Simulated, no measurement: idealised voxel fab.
process module | voxel transistor to metal
cross-section cut | 145 nm wide | cells 5 nm
A cross-section is a grid of square cells, given in bands from the top down. A band is one or more rows of cells.
Each band's line starts with the height of the band's top and of its bottom, in nm. Then come its materials from left to right, each with its width in nm. One material with "throughout" fills the band from edge to edge. "air" is empty space.
Height 0 is the level under which the wafer as received is all one material. The lowest band goes on downwards, as in "0 down".
A width such as "30 to 40" changes by the same amount from each row of cells to the next, from the band's top row to its bottom row.
"no change" after a step means that no cell of the cross-section changed.
closed voids: empty space of 8 cells or more with no open way to the top, each as width x height at its distance from the left edge, in nm
after a step's settings: what the simulator itself notes on the step
overlay nm, on a step with a mask: how far to the right of its planned place the mask lay; to the left if negative
Each pair below shows a cross-section before one step and the cross-section after it, down to the lowest band that changed. The line under each pair gives the step between them, with its settings. The pairs can come from different runs of this module on the same starting wafer, so a pair continues from the pair above only where its "before" says so.
before
  115 to 100: SiO2 25 | air 15 | SiO2 65 | air 15 | SiO2 25
  100 to 90: SiO2 throughout
  90 to 85: SiCN throughout
  85 to 60: lowk 25 | TiN 5 | Cu 5 | TiN 5 | lowk 65 | TiN 5 | Cu 5 | TiN 5 | lowk 25
  60 to 55: SiCN 25 | TiN 15 | SiCN 65 | TiN 15 | SiCN 25
  55 to 40: SiO2 25 | TiN 5 | Ru 5 | TiN 5 | SiO2 65 | TiN 5 | Ru 5 | TiN 5 | SiO2 25
  40 to 30: SiO2 25 | TiN 5 | Ru 5 | TiN 5 | SiO2 5 | SiN 10 | SiO2 5 | SiCN 25 | SiO2 5 | SiN 10 | SiO2 5 | TiN 5 | Ru 5 | TiN 5 | SiO2 25
  30 to 10: SiO2 25 | TiN 5 | Ru 5 | TiN 5 | SiO2 5 | SiN 10 | SiO2 5 | polySi 25 | SiO2 5 | SiN 10 | SiO2 5 | TiN 5 | Ru 5 | TiN 5 | SiO2 25
  10 to 5: SiO2 25 | TiN 15 | SiO2 5 | SiN 10 | SiO2 5 | polySi 25 | SiO2 5 | SiN 10 | SiO2 5 | TiN 15 | SiO2 25
  5 to 0: SiO2 20 | SiN 10 | nSi 15 | SiN 10 | SiO2 5 | polySi 25 | SiO2 5 | SiN 10 | nSi 15 | SiN 10 | SiO2 20
  0 to -5: SiO2 30 | nSi 15 | SiO2 55 | nSi 15 | SiO2 30
  -5 to -10: SiO2 20 | Si 10 | nSi 15 | Si 55 | nSi 15 | Si 10 | SiO2 20
  -10 to -25: SiO2 20 | Si 105 | SiO2 20
  -25 down: Si throughout
  closed voids: none
after
  130 to 115: polySi 25 | air 15 | polySi 65 | air 15 | polySi 25
  115 to 100: SiO2 25 | polySi 15 | SiO2 65 | polySi 15 | SiO2 25
  below 100: unchanged
  closed voids: none
the step between: op DIRECTIONAL_DEP | material polySi | thk nm 15
before: the cross-section after the pair above
after
  160 to 130: resist 25 | air 15 | resist 65 | air 15 | resist 25
  below 130: unchanged
  closed voids: none
the step between: op PATTERN | tone open | mask id METAL_2_HOLES | material resist | width nm 15 | pitch nm 80 | thk nm 30 | overlay nm 0
before: the cross-section after the pair above
after
  145 to 130: resist 25 | air 15 | resist 65 | air 15 | resist 25
  below 130: unchanged
  closed voids: none
the step between: op DIRECTIONAL_ETCH | etch materials aC | depth nm 15
before: the cross-section after the pair above
after
  130 to 115: polySi 25 | air 15 | polySi 65 | air 15 | polySi 25
  below 115: unchanged
  closed voids: none
the step between: op STRIP | etch materials resist
before: the cross-section after the pair above
after
  135 to 130: TiN 30 | air 5 | TiN 75 | air 5 | TiN 30
  130 to 120: polySi 25 | TiN 5 | air 5 | TiN 5 | polySi 65 | TiN 5 | air 5 | TiN 5 | polySi 25
  120 to 115: polySi 25 | TiN 15 | polySi 65 | TiN 15 | polySi 25
  below 115: unchanged
  closed voids: none
the step between: op CONFORMAL_DEP | material TiN | thk nm 5
before: the cross-section after the pair above
after
  145 to 135: Cu throughout
  135 to 130: TiN 30 | Cu 5 | TiN 75 | Cu 5 | TiN 30
  130 to 120: polySi 25 | TiN 5 | Cu 5 | TiN 5 | polySi 65 | TiN 5 | Cu 5 | TiN 5 | polySi 25
  below 120: unchanged
  closed voids: none
the step between: op FILL_DEP | material Cu | thk nm 10
before: the cross-section after the pair above
after
  115 to 100: SiO2 25 | polySi 15 | SiO2 65 | polySi 15 | SiO2 25
  below 100: unchanged
  closed voids: none
the step between: op CMP | height nm 115
before: the cross-section after the pair above
after
  120 to 115: SiCN throughout
  below 115: unchanged
  closed voids: none
the step between: op CONFORMAL_DEP | material SiCN | thk nm 5
before
  25 to 15: aC throughout
  15 to 5: SiN throughout
  5 to 0: SiO2 throughout
  0 down: Si throughout
  closed voids: none
after
  50 to 25: resist 20 | air 105 | resist 20
  below 25: unchanged
  closed voids: none
the step between: op PATTERN | tone open | mask id ACTIVE | material resist | width nm 105 | thk nm 25 | overlay nm 0
before: the cross-section after the pair above
after
  40 to 25: resist 20 | air 105 | resist 20
  25 to 15: aC 20 | air 105 | aC 20
  below 15: unchanged
  closed voids: none
the step between: op DIRECTIONAL_ETCH | etch materials aC | depth nm 10
before: the cross-section after the pair above
after
  25 to 15: aC 20 | air 105 | aC 20
  below 15: unchanged
  closed voids: none
the step between: op STRIP | etch materials resist
before: the cross-section after the pair above
after
  25 to 15: aC 20 | air 105 | aC 20
  15 to 5: SiN 20 | air 105 | SiN 20
  below 5: unchanged
  closed voids: none
the step between: op DIRECTIONAL_ETCH | etch materials SiN | depth nm 10
before: the cross-section after the pair above
after
  25 to 15: aC 20 | air 105 | aC 20
  15 to 5: SiN 20 | air 105 | SiN 20
  5 to 0: SiO2 20 | air 105 | SiO2 20
  below 0: unchanged
  closed voids: none
the step between: op DIRECTIONAL_ETCH | etch materials SiO2 | depth nm 5
before: the cross-section after the pair above
after
  25 to 15: aC 20 | air 105 | aC 20
  15 to 5: SiN 20 | air 105 | SiN 20
  5 to 0: SiO2 20 | air 105 | SiO2 20
  0 to -25: Si 20 | air 105 | Si 20
  below -25: unchanged
  closed voids: none
the step between: op DIRECTIONAL_ETCH | etch materials Si | depth nm 25
before: the cross-section after the pair above
after
  15 to 5: SiN 20 | air 105 | SiN 20
  below 5: unchanged
  closed voids: none
the step between: op STRIP | etch materials aC
before: the cross-section after the pair above
after
  30 to 15: SiO2 throughout
  15 to 5: SiN 20 | SiO2 105 | SiN 20
  5 to 0: SiO2 throughout
  0 to -25: Si 20 | SiO2 105 | Si 20
  below -25: unchanged
  closed voids: none
the step between: op FILL_DEP | material SiO2 | thk nm 15
before: the cross-section after the pair above
after
  15 to 5: SiN 20 | SiO2 105 | SiN 20
  below 5: unchanged
  closed voids: none
the step between: op CMP | height nm 15
before: the cross-section after the pair above
after
  15 to 10: SiN 20 | air 105 | SiN 20
  below 10: unchanged
  closed voids: none
the step between: op SELECTIVE_ETCH | etch materials SiO2 | depth nm 5
before: the cross-section after the pair above
after
  10 to 5: air 20 | SiO2 105 | air 20
  below 5: unchanged
  closed voids: none
the step between: op STRIP | etch materials SiN
before: the cross-section after the pair above
after
  5 to 0: air 25 | SiO2 95 | air 25
  below 0: unchanged
  closed voids: none
the step between: op SELECTIVE_ETCH | etch materials SiO2 | depth nm 5
before: the cross-section after the pair above
after
  5 to 0: air 25 | SiO2 95 | air 25
  0 to -5: SiO2 throughout
  below -5: unchanged
  closed voids: none
the step between: op OXIDIZE | depth nm 5
before: the cross-section after the pair above
after
  35 to 30: air 25 | polySi 95 | air 25
  30 to 5: polySi throughout
  5 to 0: polySi 25 | SiO2 95 | polySi 25
  below 0: unchanged
  closed voids: none
the step between: op DIRECTIONAL_DEP | material polySi | thk nm 30
before: the cross-section after the pair above
after
  45 to 40: air 25 | SiCN 95 | air 25
  40 to 35: SiCN throughout
  35 to 30: SiCN 25 | polySi 95 | SiCN 25
  below 30: unchanged
  closed voids: none
the step between: op DIRECTIONAL_DEP | material SiCN | thk nm 10
before: the cross-section after the pair above
after
  45 to 35: air 60 | SiCN 25 | air 60
  35 to 30: air 25 | polySi 95 | air 25
  below 30: unchanged
  closed voids: none
the step between: op MASKED_ETCH | tone cover | mask id GATE | width nm 25 | etch materials SiCN | depth nm 20 | overlay nm 0
before: the cross-section after the pair above
after
  45 to 35: air 60 | SiCN 25 | air 60
  35 to 5: air 60 | polySi 25 | air 60
  5 to 0: air 25 | SiO2 95 | air 25
  below 0: unchanged
  closed voids: none
the step between: op MASKED_ETCH | tone cover | mask id GATE | width nm 25 | etch materials polySi | depth nm 40 | overlay nm 0
before: the cross-section after the pair above
after
  50 to 45: air 55 | SiO2 35 | air 55
  45 to 35: air 55 | SiO2 5 | SiCN 25 | SiO2 5 | air 55
  35 to 10: air 55 | SiO2 5 | polySi 25 | SiO2 5 | air 55
  10 to 5: air 20 | SiO2 40 | polySi 25 | SiO2 40 | air 20
  5 to -5: SiO2 throughout
  below -5: unchanged
  closed voids: none
the step between: op CONFORMAL_DEP | material SiO2 | thk nm 5
before: the cross-section after the pair above
after
  45 to 35: air 55 | SiO2 5 | SiCN 25 | SiO2 5 | air 55
  35 to 5: air 55 | SiO2 5 | polySi 25 | SiO2 5 | air 55
  5 to 0: air 20 | SiO2 105 | air 20
  below 0: unchanged
  closed voids: none
the step between: op DIRECTIONAL_ETCH | etch materials SiO2 | depth nm 5
before: the cross-section after the pair above
after
  55 to 45: air 45 | SiN 55 | air 45
  45 to 35: air 45 | SiN 10 | SiO2 5 | SiCN 25 | SiO2 5 | SiN 10 | air 45
  35 to 15: air 45 | SiN 10 | SiO2 5 | polySi 25 | SiO2 5 | SiN 10 | air 45
  15 to 10: air 10 | SiN 45 | SiO2 5 | polySi 25 | SiO2 5 | SiN 45 | air 10
  10 to 5: SiN 55 | SiO2 5 | polySi 25 | SiO2 5 | SiN 55
  5 to 0: SiN 20 | SiO2 105 | SiN 20
  below 0: unchanged
  closed voids: none
the step between: op CONFORMAL_DEP | material SiN | thk nm 10
before: the cross-section after the pair above
after
  45 to 35: air 45 | SiN 10 | SiO2 5 | SiCN 25 | SiO2 5 | SiN 10 | air 45
  35 to 5: air 45 | SiN 10 | SiO2 5 | polySi 25 | SiO2 5 | SiN 10 | air 45
  5 to 0: air 10 | SiN 10 | SiO2 105 | SiN 10 | air 10
  below 0: unchanged
  closed voids: none
the step between: op DIRECTIONAL_ETCH | etch materials SiN | depth nm 10
before: the cross-section after the pair above
after
  45 to 40: air 45 | SiN 10 | air 5 | SiCN 25 | air 5 | SiN 10 | air 45
  40 to 35: air 45 | SiN 10 | SiO2 5 | SiCN 25 | SiO2 5 | SiN 10 | air 45
  35 to 5: air 45 | SiN 10 | SiO2 5 | polySi 25 | SiO2 5 | SiN 10 | air 45
  5 to 0: air 10 | SiN 10 | air 25 | SiO2 55 | air 25 | SiN 10 | air 10
  0 to -5: air 10 | SiO2 125 | air 10
  below -5: unchanged
  closed voids: none
the step between: op DIRECTIONAL_ETCH | etch materials SiO2 | depth nm 5
before: the cross-section after the pair above
after
  45 to 40: air 45 | SiN 10 | air 5 | SiCN 25 | air 5 | SiN 10 | air 45
  40 to 35: air 45 | SiN 10 | SiO2 5 | SiCN 25 | SiO2 5 | SiN 10 | air 45
  35 to 5: air 45 | SiN 10 | SiO2 5 | polySi 25 | SiO2 5 | SiN 10 | air 45
  5 to 0: air 10 | SiN 10 | air 25 | SiO2 55 | air 25 | SiN 10 | air 10
  0 to -5: air 10 | SiO2 125 | air 10
  -5 to -10: air 10 | Si 10 | SiO2 105 | Si 10 | air 10
  below -10: unchanged
  closed voids: none
the step between: op DIRECTIONAL_ETCH | etch materials Si | depth nm 5
before: the cross-section after the pair above
after
  45 to 40: air 45 | SiN 10 | air 5 | SiCN 25 | air 5 | SiN 10 | air 45
  40 to 35: air 45 | SiN 10 | SiO2 5 | SiCN 25 | SiO2 5 | SiN 10 | air 45
  35 to 5: air 45 | SiN 10 | SiO2 5 | polySi 25 | SiO2 5 | SiN 10 | air 45
  5 to 0: nSi 10 | SiN 10 | air 25 | SiO2 55 | air 25 | SiN 10 | nSi 10
  0 to -5: nSi 10 | SiO2 125 | nSi 10
  -5 to -10: nSi 10 | Si 10 | SiO2 105 | Si 10 | nSi 10
  below -10: unchanged
  closed voids: none
the step between: op EPI | material nSi | thk nm 10
before: the cross-section after the pair above
after
  55 to 45: SiO2 throughout
  45 to 35: SiO2 45 | SiN 10 | SiO2 5 | SiCN 25 | SiO2 5 | SiN 10 | SiO2 45
  35 to 5: SiO2 45 | SiN 10 | SiO2 5 | polySi 25 | SiO2 5 | SiN 10 | SiO2 45
  5 to 0: nSi 10 | SiN 10 | SiO2 105 | SiN 10 | nSi 10
  below 0: unchanged
  closed voids: none
the step between: op FILL_DEP | material SiO2 | thk nm 10
before: the cross-section after the pair above
after
  40 to 35: SiO2 45 | SiN 10 | SiO2 5 | SiCN 25 | SiO2 5 | SiN 10 | SiO2 45
  below 35: unchanged
  closed voids: none
the step between: op CMP | height nm 40
before: the cross-section after the pair above
after
  55 to 40: SiO2 throughout
  below 40: unchanged
  closed voids: none
the step between: op DIRECTIONAL_DEP | material SiO2 | thk nm 15
before: the cross-section after the pair above
after
  55 to 40: SiO2 25 | air 15 | SiO2 65 | air 15 | SiO2 25
  40 to 35: SiO2 25 | air 15 | SiO2 5 | SiN 10 | SiO2 5 | SiCN 25 | SiO2 5 | SiN 10 | SiO2 5 | air 15 | SiO2 25
  35 to 5: SiO2 25 | air 15 | SiO2 5 | SiN 10 | SiO2 5 | polySi 25 | SiO2 5 | SiN 10 | SiO2 5 | air 15 | SiO2 25
  below 5: unchanged
  closed voids: none
the step between: op MASKED_ETCH | tone open | mask id CONTACT | width nm 15 | pitch nm 80 | etch materials SiO2 | depth nm 50 | overlay nm 0
before: the cross-section after the pair above
after
  60 to 55: TiN 30 | air 5 | TiN 75 | air 5 | TiN 30
  55 to 40: SiO2 25 | TiN 5 | air 5 | TiN 5 | SiO2 65 | TiN 5 | air 5 | TiN 5 | SiO2 25
  40 to 35: SiO2 25 | TiN 5 | air 5 | TiN 5 | SiO2 5 | SiN 10 | SiO2 5 | SiCN 25 | SiO2 5 | SiN 10 | SiO2 5 | TiN 5 | air 5 | TiN 5 | SiO2 25
  35 to 10: SiO2 25 | TiN 5 | air 5 | TiN 5 | SiO2 5 | SiN 10 | SiO2 5 | polySi 25 | SiO2 5 | SiN 10 | SiO2 5 | TiN 5 | air 5 | TiN 5 | SiO2 25
  10 to 5: SiO2 25 | TiN 15 | SiO2 5 | SiN 10 | SiO2 5 | polySi 25 | SiO2 5 | SiN 10 | SiO2 5 | TiN 15 | SiO2 25
  below 5: unchanged
  closed voids: none
the step between: op CONFORMAL_DEP | material TiN | thk nm 5
before: the cross-section after the pair above
after
  70 to 60: Ru throughout
  60 to 55: TiN 30 | Ru 5 | TiN 75 | Ru 5 | TiN 30
  55 to 40: SiO2 25 | TiN 5 | Ru 5 | TiN 5 | SiO2 65 | TiN 5 | Ru 5 | TiN 5 | SiO2 25
  40 to 35: SiO2 25 | TiN 5 | Ru 5 | TiN 5 | SiO2 5 | SiN 10 | SiO2 5 | SiCN 25 | SiO2 5 | SiN 10 | SiO2 5 | TiN 5 | Ru 5 | TiN 5 | SiO2 25
  35 to 10: SiO2 25 | TiN 5 | Ru 5 | TiN 5 | SiO2 5 | SiN 10 | SiO2 5 | polySi 25 | SiO2 5 | SiN 10 | SiO2 5 | TiN 5 | Ru 5 | TiN 5 | SiO2 25
  below 10: unchanged
  closed voids: none
the step between: op FILL_DEP | material Ru | thk nm 10
before: the cross-section after the pair above
after
  55 to 40: SiO2 25 | TiN 5 | Ru 5 | TiN 5 | SiO2 65 | TiN 5 | Ru 5 | TiN 5 | SiO2 25
  below 40: unchanged
  closed voids: none
the step between: op CMP | height nm 55
before: the cross-section after the pair above
after
  60 to 55: SiCN throughout
  below 55: unchanged
  closed voids: none
the step between: op CONFORMAL_DEP | material SiCN | thk nm 5
before: the cross-section after the pair above
after
  85 to 60: lowk throughout
  below 60: unchanged
  closed voids: none
the step between: op DIRECTIONAL_DEP | material lowk | thk nm 25
before: the cross-section after the pair above
after
  100 to 85: aC throughout
  below 85: unchanged
  closed voids: none
the step between: op DIRECTIONAL_DEP | material aC | thk nm 15
before: the cross-section after the pair above
after
  130 to 100: resist 25 | air 15 | resist 65 | air 15 | resist 25
  below 100: unchanged
  closed voids: none
the step between: op PATTERN | tone open | mask id METAL_1 | material resist | width nm 15 | pitch nm 80 | thk nm 30 | overlay nm 0
before: the cross-section after the pair above
after
  115 to 100: resist 25 | air 15 | resist 65 | air 15 | resist 25
  100 to 85: aC 25 | air 15 | aC 65 | air 15 | aC 25
  below 85: unchanged
  closed voids: none
the step between: op DIRECTIONAL_ETCH | etch materials aC | depth nm 15
before: the cross-section after the pair above
after
  100 to 85: aC 25 | air 15 | aC 65 | air 15 | aC 25
  below 85: unchanged
  closed voids: none
the step between: op STRIP | etch materials resist
before: the cross-section after the pair above
after
  100 to 85: aC 25 | air 15 | aC 65 | air 15 | aC 25
  85 to 60: lowk 25 | air 15 | lowk 65 | air 15 | lowk 25
  below 60: unchanged
  closed voids: none
the step between: op DIRECTIONAL_ETCH | etch materials lowk | depth nm 25
before: the cross-section after the pair above
after
  100 to 85: aC 25 | air 15 | aC 65 | air 15 | aC 25
  85 to 60: lowk 25 | air 15 | lowk 65 | air 15 | lowk 25
  60 to 55: SiCN 25 | air 15 | SiCN 65 | air 15 | SiCN 25
  below 55: unchanged
  closed voids: none
the step between: op DIRECTIONAL_ETCH | etch materials SiCN | depth nm 5
before: the cross-section after the pair above
after
  85 to 60: lowk 25 | air 15 | lowk 65 | air 15 | lowk 25
  below 60: unchanged
  closed voids: none
the step between: op STRIP | etch materials aC
before: the cross-section after the pair above
after
  90 to 85: TiN 30 | air 5 | TiN 75 | air 5 | TiN 30
  85 to 60: lowk 25 | TiN 5 | air 5 | TiN 5 | lowk 65 | TiN 5 | air 5 | TiN 5 | lowk 25
  60 to 55: SiCN 25 | TiN 15 | SiCN 65 | TiN 15 | SiCN 25
  below 55: unchanged
  closed voids: none
the step between: op CONFORMAL_DEP | material TiN | thk nm 5
before: the cross-section after the pair above
after
  100 to 90: Cu throughout
  90 to 85: TiN 30 | Cu 5 | TiN 75 | Cu 5 | TiN 30
  85 to 60: lowk 25 | TiN 5 | Cu 5 | TiN 5 | lowk 65 | TiN 5 | Cu 5 | TiN 5 | lowk 25
  below 60: unchanged
  closed voids: none
the step between: op FILL_DEP | material Cu | thk nm 10
before: the cross-section after the pair above
after
  85 to 60: lowk 25 | TiN 5 | Cu 5 | TiN 5 | lowk 65 | TiN 5 | Cu 5 | TiN 5 | lowk 25
  below 60: unchanged
  closed voids: none
the step between: op CMP | height nm 85
before: the cross-section after the pair above
after
  90 to 85: SiCN throughout
  below 85: unchanged
  closed voids: none
the step between: op CONFORMAL_DEP | material SiCN | thk nm 5
before: the cross-section after the pair above
after
  115 to 90: SiO2 throughout
  below 90: unchanged
  closed voids: none
the step between: op DIRECTIONAL_DEP | material SiO2 | thk nm 25
before: the cross-section after the pair above
after
  125 to 115: aC throughout
  below 115: unchanged
  closed voids: none
the step between: op DIRECTIONAL_DEP | material aC | thk nm 10
before: the cross-section after the pair above
after
  155 to 125: resist 25 | air 15 | resist 65 | air 15 | resist 25
  below 125: unchanged
  closed voids: none
the step between: op PATTERN | tone open | mask id METAL_2 | material resist | width nm 15 | pitch nm 80 | thk nm 30 | overlay nm 0
before: the cross-section after the pair above
after
  145 to 125: resist 25 | air 15 | resist 65 | air 15 | resist 25
  125 to 115: aC 25 | air 15 | aC 65 | air 15 | aC 25
  below 115: unchanged
  closed voids: none
the step between: op DIRECTIONAL_ETCH | etch materials aC | depth nm 10
before: the cross-section after the pair above
after
  125 to 115: aC 25 | air 15 | aC 65 | air 15 | aC 25
  below 115: unchanged
  closed voids: none
the step between: op STRIP | etch materials resist
before: the cross-section after the pair above
after
  125 to 115: aC 25 | air 15 | aC 65 | air 15 | aC 25
  115 to 100: SiO2 25 | air 15 | SiO2 65 | air 15 | SiO2 25
  below 100: unchanged
  closed voids: none
the step between: op DIRECTIONAL_ETCH | etch materials SiO2 | depth nm 15
before: the cross-section after the pair above
after
  115 to 100: SiO2 25 | air 15 | SiO2 65 | air 15 | SiO2 25
  below 100: unchanged
  closed voids: none
the step between: op STRIP | etch materials aC
before: the cross-section after the pair above
after
  130 to 115: aC 25 | air 15 | aC 65 | air 15 | aC 25
  115 to 100: SiO2 25 | aC 15 | SiO2 65 | aC 15 | SiO2 25
  below 100: unchanged
  closed voids: none
the step between: op DIRECTIONAL_DEP | material aC | thk nm 15
before: the cross-section after the pair above
after
  160 to 130: resist 25 | air 15 | resist 65 | air 15 | resist 25
  below 130: unchanged
  closed voids: none
the step between: op PATTERN | tone open | mask id METAL_2_HOLES | material resist | width nm 15 | pitch nm 80 | thk nm 30 | overlay nm 0
before: the cross-section after the pair above
after
  145 to 130: resist 25 | air 15 | resist 65 | air 15 | resist 25
  130 to 115: aC 25 | air 15 | aC 65 | air 15 | aC 25
  115 to 100: SiO2 25 | air 15 | SiO2 65 | air 15 | SiO2 25
  below 100: unchanged
  closed voids: none
the step between: op DIRECTIONAL_ETCH | etch materials aC | depth nm 15
before: the cross-section after the pair above
after
  130 to 115: aC 25 | air 15 | aC 65 | air 15 | aC 25
  below 115: unchanged
  closed voids: none
the step between: op STRIP | etch materials resist
before: the cross-section after the pair above
after
  130 to 115: aC 25 | air 15 | aC 65 | air 15 | aC 25
  115 to 90: SiO2 25 | air 15 | SiO2 65 | air 15 | SiO2 25
  below 90: unchanged
  closed voids: none
the step between: op DIRECTIONAL_ETCH | etch materials SiO2 | depth nm 10
before: the cross-section after the pair above
after
  130 to 115: aC 25 | air 15 | aC 65 | air 15 | aC 25
  115 to 90: SiO2 25 | air 15 | SiO2 65 | air 15 | SiO2 25
  90 to 85: SiCN 25 | air 15 | SiCN 65 | air 15 | SiCN 25
  below 85: unchanged
  closed voids: none
the step between: op DIRECTIONAL_ETCH | etch materials SiCN | depth nm 5
before: the cross-section after the pair above
after
  115 to 90: SiO2 25 | air 15 | SiO2 65 | air 15 | SiO2 25
  below 90: unchanged
  closed voids: none
the step between: op STRIP | etch materials aC
before: the cross-section after the pair above
after
  120 to 115: TiN 30 | air 5 | TiN 75 | air 5 | TiN 30
  115 to 90: SiO2 25 | TiN 5 | air 5 | TiN 5 | SiO2 65 | TiN 5 | air 5 | TiN 5 | SiO2 25
  90 to 85: SiCN 25 | TiN 15 | SiCN 65 | TiN 15 | SiCN 25
  below 85: unchanged
  closed voids: none
the step between: op CONFORMAL_DEP | material TiN | thk nm 5
before: the cross-section after the pair above
after
  130 to 120: Cu throughout
  120 to 115: TiN 30 | Cu 5 | TiN 75 | Cu 5 | TiN 30
  115 to 90: SiO2 25 | TiN 5 | Cu 5 | TiN 5 | SiO2 65 | TiN 5 | Cu 5 | TiN 5 | SiO2 25
  below 90: unchanged
  closed voids: none
the step between: op FILL_DEP | material Cu | thk nm 10
before: the cross-section after the pair above
after
  115 to 90: SiO2 25 | TiN 5 | Cu 5 | TiN 5 | SiO2 65 | TiN 5 | Cu 5 | TiN 5 | SiO2 25
  below 90: unchanged
  closed voids: none
the step between: op CMP | height nm 115
before: the cross-section after the pair above
after
  120 to 115: SiCN throughout
  below 115: unchanged
  closed voids: none
the step between: op CONFORMAL_DEP | material SiCN | thk nm 5
